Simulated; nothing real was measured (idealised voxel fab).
The following process module bears the name voxel capacitor over wiring.
In the cross-section labelled cut, the width is 150 nm and each square cell is 5 nm.
A cross-section is a grid of square cells, given in bands from the top down. A band is one or more rows of cells.
First you get the band's top height and its bottom height, in nm, and then the materials it's made of, left to right, with each width in nm. If you see a single material with "all across", that one covers the band edge to edge. "air" is empty space.
Height datum 0, below which the as-received substrate wafer is one material. Lowest band open at the bottom, running downward: "z 0 and below".
The notation "30 to 40" denotes a width that varies across the rows of cells in the band, beginning at the first number in the top row, finishing at the second number in the bottom row, and changing by an identical amount from each row to the next.
"nothing different" (step): cross-section cells unchanged, all of them.
Reported under the label "Enclosed internal cavities" are the empty spaces having no open way to the top and comprising 8 cells or more; the notation for each is width x height at distance, in which the distance is measured from the left edge and all three values are in nm.
after a step's settings: what the simulator itself notes on the step
Among the settings permitted on a step's line is "overlay nm"; applied to a step with a mask, it specifies the extent to which the mask lay to the right of its planned position, whereas a negative figure signifies a position to the left.
## This section lists the process steps that were planned
step 1: RECEIVE with material Si
step 2: CONFORMAL_DEP with material SiO2, thk nm 15
step 3: CONFORMAL_DEP with material SiCN, thk nm 5
step 4: DIRECTIONAL_DEP with material lowk, thk nm 20
step 5: DIRECTIONAL_DEP with material aC, thk nm 15
step 6: PATTERN with tone open, mask id METAL_1, material resist, width nm 20, pitch nm 90, thk nm 35, overlay nm 0
step 7: DIRECTIONAL_ETCH with etch materials aC, depth nm 15
step 8: STRIP with etch materials resist
step 9: DIRECTIONAL_ETCH with etch materials lowk, depth nm 20
step 10: DIRECTIONAL_ETCH with etch materials SiCN, depth nm 5
step 11: STRIP with etch materials aC
step 12: CONFORMAL_DEP with material TiN, thk nm 5
step 13: FILL_DEP with material Cu, thk nm 10
step 14: CMP with height nm 40
step 15: CONFORMAL_DEP with material SiCN, thk nm 5
step 16: DIRECTIONAL_DEP with material SiO2, thk nm 10
step 17: DIRECTIONAL_DEP with material aC, thk nm 10
step 18: PATTERN with tone open, mask id PLUG_1, material resist, width nm 15, thk nm 25, overlay nm 0
step 19: DIRECTIONAL_ETCH with etch materials aC, depth nm 10
step 20: STRIP with etch materials resist
step 21: DIRECTIONAL_ETCH with etch materials SiO2, depth nm 10
step 22: DIRECTIONAL_ETCH with etch materials SiCN, depth nm 5
step 23: STRIP with etch materials aC
step 24: EPI with material Ru, thk nm 10
step 25: EPI with material Ru, thk nm 5
step 26: DIRECTIONAL_DEP with material TiN, thk nm 10
step 27: DIRECTIONAL_DEP with material SiN, thk nm 5
step 28: DIRECTIONAL_DEP with material TiN, thk nm 10
step 29: MASKED_ETCH with tone cover, mask id UPPER_PLATE, width nm 75, etch materials TiN, depth nm 10, overlay nm 0
step 30: MASKED_ETCH with tone cover, mask id UPPER_PLATE, width nm 75, etch materials SiN, depth nm 5, overlay nm 0
step 31: MASKED_ETCH with tone cover, mask id LOWER_PLATE, width nm 85, etch materials TiN, depth nm 10, overlay nm 0
step 32: FILL_DEP with material SiO2, thk nm 15
step 33: CMP with height nm 90
step 34: MASKED_ETCH with tone open, mask id PLUG_2, width nm 15, etch materials SiO2, depth nm 10, overlay nm 0
step 35: CONFORMAL_DEP with material TiN, thk nm 5
step 36: FILL_DEP with material Cu, thk nm 10
step 37: CMP with height nm 90
step 38: CONFORMAL_DEP with material SiCN, thk nm 5
## First wafer out of two, processed as planned
## as received, after step 1
- z 0 and below | Si all across
- Enclosed internal cavities: none
## Cross-section: wafer state after step 2
- z 15 to 0 | SiO2 all across
- Below 0 it's all the same as before, nothing changed down there.
## Cross-section: wafer state after step 3
- z 20 to 15 | SiCN all across
- Below 15 it's all the same as before, nothing changed down there.
## Cross-section: wafer state after step 4
- z 40 to 20 | lowk all across
- Below 20 it's all the same as before, nothing changed down there.
## Cross-section: wafer state after step 5
- z 55 to 40 | aC all across
- Below 40 it's all the same as before, nothing changed down there.
## Cross-section: wafer state after step 6
- z 90 to 55 | resist 20, air 20, resist 70, air 20, resist 20
- Below 55 it's all the same as before, nothing changed down there.
## Cross-section: wafer state after step 7
- z 75 to 55 | resist 20, air 20, resist 70, air 20, resist 20
- z 55 to 40 | aC 20, air 20, aC 70, air 20, aC 20
- Below 40 it's all the same as before, nothing changed down there.
## Cross-section: wafer state after step 8
- z 55 to 40 | aC 20, air 20, aC 70, air 20, aC 20
- Below 40 it's all the same as before, nothing changed down there.
## Cross-section: wafer state after step 9
- z 55 to 40 | aC 20, air 20, aC 70, air 20, aC 20
- z 40 to 20 | lowk 20, air 20, lowk 70, air 20, lowk 20
- Below 20 it's all the same as before, nothing changed down there.
## Cross-section: wafer state after step 10
- z 55 to 40 | aC 20, air 20, aC 70, air 20, aC 20
- z 40 to 20 | lowk 20, air 20, lowk 70, air 20, lowk 20
- z 20 to 15 | SiCN 20, air 20, SiCN 70, air 20, SiCN 20
- Below 15 it's all the same as before, nothing changed down there.
## Cross-section: wafer state after step 11
- z 40 to 20 | lowk 20, air 20, lowk 70, air 20, lowk 20
- Below 20 it's all the same as before, nothing changed down there.
## Cross-section: wafer state after step 12
- z 45 to 40 | TiN 25, air 10, TiN 80, air 10, TiN 25
- z 40 to 20 | lowk 20, TiN 5, air 10, TiN 5, lowk 70, TiN 5, air 10, TiN 5, lowk 20
- z 20 to 15 | SiCN 20, TiN 20, SiCN 70, TiN 20, SiCN 20
- Below 15 it's all the same as before, nothing changed down there.
## Cross-section: wafer state after step 13
- z 55 to 45 | Cu all across
- z 45 to 40 | TiN 25, Cu 10, TiN 80, Cu 10, TiN 25
- z 40 to 20 | lowk 20, TiN 5, Cu 10, TiN 5, lowk 70, TiN 5, Cu 10, TiN 5, lowk 20
- Below 20 it's all the same as before, nothing changed down there.
## Cross-section: wafer state after step 14
- z 40 to 20 | lowk 20, TiN 5, Cu 10, TiN 5, lowk 70, TiN 5, Cu 10, TiN 5, lowk 20
- Below 20 it's all the same as before, nothing changed down there.
## Cross-section: wafer state after step 15
- z 45 to 40 | SiCN all across
- Below 40 it's all the same as before, nothing changed down there.
## Cross-section: wafer state after step 16
- z 55 to 45 | SiO2 all across
- Below 45 it's all the same as before, nothing changed down there.
## Cross-section: wafer state after step 17
- z 65 to 55 | aC all across
- Below 55 it's all the same as before, nothing changed down there.
## Cross-section: wafer state after step 18
- z 90 to 65 | resist 25, air 15, resist 110
- Below 65 it's all the same as before, nothing changed down there.
## Cross-section: wafer state after step 19
- z 80 to 65 | resist 25, air 15, resist 110
- z 65 to 55 | aC 25, air 15, aC 110
- Below 55 it's all the same as before, nothing changed down there.
## Cross-section: wafer state after step 20
- z 65 to 55 | aC 25, air 15, aC 110
- Below 55 it's all the same as before, nothing changed down there.
## Cross-section: wafer state after step 21
- z 65 to 55 | aC 25, air 15, aC 110
- z 55 to 45 | SiO2 25, air 15, SiO2 110
- Below 45 it's all the same as before, nothing changed down there.
## Cross-section: wafer state after step 22
- z 65 to 55 | aC 25, air 15, aC 110
- z 55 to 45 | SiO2 25, air 15, SiO2 110
- z 45 to 40 | SiCN 25, air 15, SiCN 110
- Below 40 it's all the same as before, nothing changed down there.
## Cross-section: wafer state after step 23
- z 55 to 45 | SiO2 25, air 15, SiO2 110
- Below 45 it's all the same as before, nothing changed down there.
## Cross-section: wafer state after step 24
- z 55 to 50 | SiO2 25, air 15, SiO2 110
- z 50 to 45 | SiO2 25, Ru 15, SiO2 110
- z 45 to 40 | SiCN 25, Ru 15, SiCN 110
- Below 40 it's all the same as before, nothing changed down there.
## Cross-section: wafer state after step 25
- z 55 to 45 | SiO2 25, Ru 15, SiO2 110
- Below 45 it's all the same as before, nothing changed down there.
## Cross-section: wafer state after step 26
- z 65 to 55 | TiN all across
- Below 55 it's all the same as before, nothing changed down there.
## Cross-section: wafer state after step 27
- z 70 to 65 | SiN all across
- Below 65 it's all the same as before, nothing changed down there.
## Cross-section: wafer state after step 28
- z 80 to 70 | TiN all across
- Below 70 it's all the same as before, nothing changed down there.
## Cross-section: wafer state after step 29
- z 80 to 70 | air 25, TiN 75, air 50
- Below 70 it's all the same as before, nothing changed down there.
## Cross-section: wafer state after step 30
- z 80 to 70 | air 25, TiN 75, air 50
- z 70 to 65 | air 25, SiN 75, air 50
- Below 65 it's all the same as before, nothing changed down there.
## Cross-section: wafer state after step 31
- z 80 to 70 | air 25, TiN 75, air 50
- z 70 to 65 | air 25, SiN 75, air 50
- z 65 to 55 | air 20, TiN 85, air 45
- Below 55 it's all the same as before, nothing changed down there.
## Cross-section: wafer state after step 32
- z 95 to 80 | SiO2 all across
- z 80 to 70 | SiO2 25, TiN 75, SiO2 50
- z 70 to 65 | SiO2 25, SiN 75, SiO2 50
- z 65 to 55 | SiO2 20, TiN 85, SiO2 45
- Below 55 it's all the same as before, nothing changed down there.
## Cross-section: wafer state after step 33
- z 90 to 80 | SiO2 all across
- Below 80 it's all the same as before, nothing changed down there.
## Cross-section: wafer state after step 34
- z 90 to 80 | SiO2 35, air 15, SiO2 100
- Below 80 it's all the same as before, nothing changed down there.
## Cross-section: wafer state after step 35
- z 95 to 90 | TiN 40, air 5, TiN 105
- z 90 to 85 | SiO2 35, TiN 5, air 5, TiN 5, SiO2 100
- z 85 to 80 | SiO2 35, TiN 15, SiO2 100
- Below 80 it's all the same as before, nothing changed down there.
## Cross-section: wafer state after step 36
- z 105 to 95 | Cu all across
- z 95 to 90 | TiN 40, Cu 5, TiN 105
- z 90 to 85 | SiO2 35, TiN 5, Cu 5, TiN 5, SiO2 100
- Below 85 it's all the same as before, nothing changed down there.
## Cross-section: wafer state after step 37
- z 90 to 85 | SiO2 35, TiN 5, Cu 5, TiN 5, SiO2 100
- Below 85 it's all the same as before, nothing changed down there.
## Cross-section: wafer state after step 38
- z 95 to 90 | SiCN all across
- Below 90 it's all the same as before, nothing changed down there.
## Second wafer: same start and same plan as the first, one execution error; identical to the first through step 36
Second wafer, sectioned view, at step 37's planned end time: nothing different
## Second wafer, sectioned view, at step 38's planned end time
- z 110 to 105 | SiCN all across
- Below 105 it's all the same as before, nothing changed down there.
Nonconformance to the process plan: the plan's step 37 went unexecuted, having been skipped
Final comparison by cell count, materials where the second wafer has more or fewer than the first: 61 more of Cu | 29 more of TiN
